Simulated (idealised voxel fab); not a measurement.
A process module follows: voxel plated lines.
cross-section cut | 225 nm wide | cells 5 nm
Cross-section, as written here: a square-cell grid given band by band from the top down, where a band holds one or more rows of cells. For a band, the entry starts with two heights in nm, that of the top and then that of the bottom, and carries on with the band's materials in order from left to right, each alongside its width in nm; the word "all across" beside a single material means it fills the band edge to edge, and "blank" means empty space. Beneath 0, the wafer as received is one material, and that level is where height counting begins. The lowest band goes on downward without a bottom; it is written like "from 0 down". Width: "30 to 40" (first number = top row, second number = bottom row, same change from row to row of cells). Any step labelled "remained unchanged" changed none of the cells in the cross-section. Basically, "Cavities, sealed" tells you about the enclosed voids: empty spaces with no open way to the top, 8 cells or bigger, each written width x height at distance, where distance is from the left edge, all in nm. Note: text after step settings on the step line = simulator remark on that step. The line of a step may include "overlay nm". On a step with a mask, this value is how far to the right of its planned place the mask lay. A negative value means the mask lay to the left.
PLANNED STEP LIST FOR THE PROCESS
| 1 | RECEIVE, material Si |
| 2 | CONFORMAL_DEP, material Al2O3, thk nm 5 |
| 3 | DIRECTIONAL_DEP, material TiN, thk nm 5 |
| 4 | PATTERN, tone open, mask id LINES, material resist, width nm 20, pitch nm 45, thk nm 30, overlay nm 0 |
| 5 | EPI, material Ru, thk nm 5 |
| 6 | EPI, material Ru, thk nm 5 |
| 7 | STRIP, etch materials resist |
| 8 | DIRECTIONAL_ETCH, etch materials TiN, depth nm 5 |
| 9 | CONFORMAL_DEP, material SiN, thk nm 10 |
AS-RECEIVED STATE OF THE WAFER IN CROSS-SECTION, EQUIVALENT TO POST-STEP 1
    from 0 down | Si all across
    Cavities, sealed: none
CROSS-SECTIONAL VIEW OF THE FIRST OF THE TWO WAFERS UPON COMPLETION OF THE MODULE, PROCESSED IN ACCORDANCE WITH THE PLAN
    from 30 to 20 | 70 blank / 40 SiN / 5 blank / 40 SiN / 70 blank
    from 20 to 15 | 70 blank / 10 SiN / 20 Ru / 10 SiN / 5 blank / 10 SiN / 20 Ru / 10 SiN / 70 blank
    from 15 to 10 | 80 SiN / 20 Ru / 25 SiN / 20 Ru / 80 SiN
    from 10 to 5 | 80 SiN / 20 TiN / 25 SiN / 20 TiN / 80 SiN
    from 5 to 0 | Al2O3 all across
    from 0 down | Si all across
    Cavities, sealed: none
HERE IS THE SECOND OF THE TWO WAFERS CUT OPEN AT THE END OF THE MODULE - SAME START, SAME PLAN AS THE FIRST ONE, BUT WE MADE ONE MISTAKE RUNNING IT
    from 30 to 20 | 70 blank / 90 SiN / 65 blank
    from 20 to 15 | 70 blank / 10 SiN / 25 Ru / 20 SiN / 25 Ru / 10 SiN / 65 blank
    from 15 to 10 | 80 SiN / 25 Ru / 20 SiN / 25 Ru / 75 SiN
    from 10 to 5 | 80 SiN / 25 TiN / 20 SiN / 25 TiN / 75 SiN
    from 5 to 0 | Al2O3 all across
    from 0 down | Si all across
    Cavities, sealed: none
Against the plan, the run slipped here: contrary to plan, step 4 was performed as PATTERN, tone open, mask id LINES, material resist, width nm 25, pitch nm 45, thk nm 30, overlay nm 0
Looking at both finished wafers in cells, the second ends up ahead of or behind the first on some materials: Ru +4 | TiN +2
